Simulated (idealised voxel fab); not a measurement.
process module | voxel capacitor over wiring
cross-section cut | 220 nm wide | cells 5 nm
A cross-section is a grid of square cells, given in bands from the top down. A band is one or more rows of cells.
Each band's line starts with the height of the band's top and of its bottom, in nm. Then come its materials from left to right, each with its width in nm. One material with "throughout" fills the band from edge to edge. "air" is empty space.
Height 0 is the level under which the wafer as received is all one material. The lowest band goes on downwards, as in "0 down".
A width such as "30 to 40" changes by the same amount from each row of cells to the next, from the band's top row to its bottom row.
"no change" after a step means that no cell of the cross-section changed.
closed voids: empty space of 8 cells or more with no open way to the top, each as width x height at its distance from the left edge, in nm
after a step's settings: what the simulator itself notes on the step
overlay nm, on a step with a mask: how far to the right of its planned place the mask lay; to the left if negative
plan
1 op RECEIVE | material Si
2 op CONFORMAL_DEP | material SiO2 | thk nm 10
3 op CONFORMAL_DEP | material SiCN | thk nm 5
4 op DIRECTIONAL_DEP | material SiO2 | thk nm 25
5 op MASKED_ETCH | tone open | mask id METAL_1 | width nm 30 | pitch nm 85 | etch materials SiO2 | depth nm 25 | overlay nm 0
6 op MASKED_ETCH | tone open | mask id METAL_1 | width nm 30 | pitch nm 85 | etch materials SiCN | depth nm 5 | overlay nm 0
7 op CONFORMAL_DEP | material TiN | thk nm 5
8 op FILL_DEP | material Ru | thk nm 10
9 op CMP | height nm 40
10 op CONFORMAL_DEP | material SiCN | thk nm 5
11 op DIRECTIONAL_DEP | material SiO2 | thk nm 15
12 op DIRECTIONAL_DEP | material aC | thk nm 10
13 op PATTERN | tone open | mask id PLUG_1 | material resist | width nm 15 | thk nm 30 | overlay nm 0
14 op DIRECTIONAL_ETCH | etch materials aC | depth nm 10
15 op STRIP | etch materials resist
16 op DIRECTIONAL_ETCH | etch materials SiO2 | depth nm 15
17 op DIRECTIONAL_ETCH | etch materials SiCN | depth nm 5
18 op STRIP | etch materials aC
19 op CONFORMAL_DEP | material TiN | thk nm 5
20 op FILL_DEP | material Ru | thk nm 10
21 op CMP | height nm 60
22 op DIRECTIONAL_DEP | material TiN | thk nm 10
23 op DIRECTIONAL_DEP | material HfO2 | thk nm 5
24 op DIRECTIONAL_DEP | material TiN | thk nm 10
25 op DIRECTIONAL_DEP | material aC | thk nm 10
26 op PATTERN | tone cover | mask id UPPER_PLATE | material resist | width nm 60 | thk nm 25 | overlay nm 0
27 op DIRECTIONAL_ETCH | etch materials aC | depth nm 10
28 op STRIP | etch materials resist
29 op DIRECTIONAL_ETCH | etch materials TiN | depth nm 10
30 op DIRECTIONAL_ETCH | etch materials HfO2 | depth nm 5
31 op STRIP | etch materials aC
32 op DIRECTIONAL_DEP | material aC | thk nm 15
33 op PATTERN | tone cover | mask id LOWER_PLATE | material resist | width nm 70 | thk nm 30 | overlay nm 0
34 op DIRECTIONAL_ETCH | etch materials aC | depth nm 15
35 op STRIP | etch materials resist
36 op DIRECTIONAL_ETCH | etch materials TiN | depth nm 10
37 op STRIP | etch materials aC
38 op FILL_DEP | material SiO2 | thk nm 15
39 op CMP | height nm 95
40 op MASKED_ETCH | tone open | mask id PLUG_2 | width nm 15 | etch materials SiO2 | depth nm 10 | overlay nm 0
41 op CONFORMAL_DEP | material TiN | thk nm 5
42 op FILL_DEP | material W | thk nm 10
43 op CMP | height nm 95
44 op CONFORMAL_DEP | material SiN | thk nm 5
as received, after step 1
  0 down: Si throughout
  closed voids: none
a wafer at the end: this start, this plan, one mistake
  115 to 110: SiN throughout
  110 to 100: W throughout
  100 to 95: TiN 80 | W 5 | TiN 135
  95 to 90: SiO2 75 | TiN 5 | W 5 | TiN 5 | SiO2 130
  90 to 85: SiO2 75 | TiN 15 | SiO2 130
  85 to 75: SiO2 65 | TiN 60 | SiO2 95
  75 to 70: SiO2 65 | HfO2 60 | SiO2 95
  70 to 60: SiO2 60 | TiN 70 | SiO2 90
  60 to 45: SiO2 65 | TiN 5 | Ru 5 | TiN 5 | SiO2 140
  45 to 40: SiCN 65 | TiN 15 | SiCN 140
  40 to 15: SiO2 50 | TiN 5 | Ru 20 | TiN 5 | SiO2 55 | TiN 5 | Ru 20 | TiN 5 | SiO2 55
  15 to 10: SiCN 50 | TiN 30 | SiCN 55 | TiN 30 | SiCN 55
  10 to 0: SiO2 throughout
  0 down: Si throughout
  closed voids: none
what went wrong: step 43 was left out
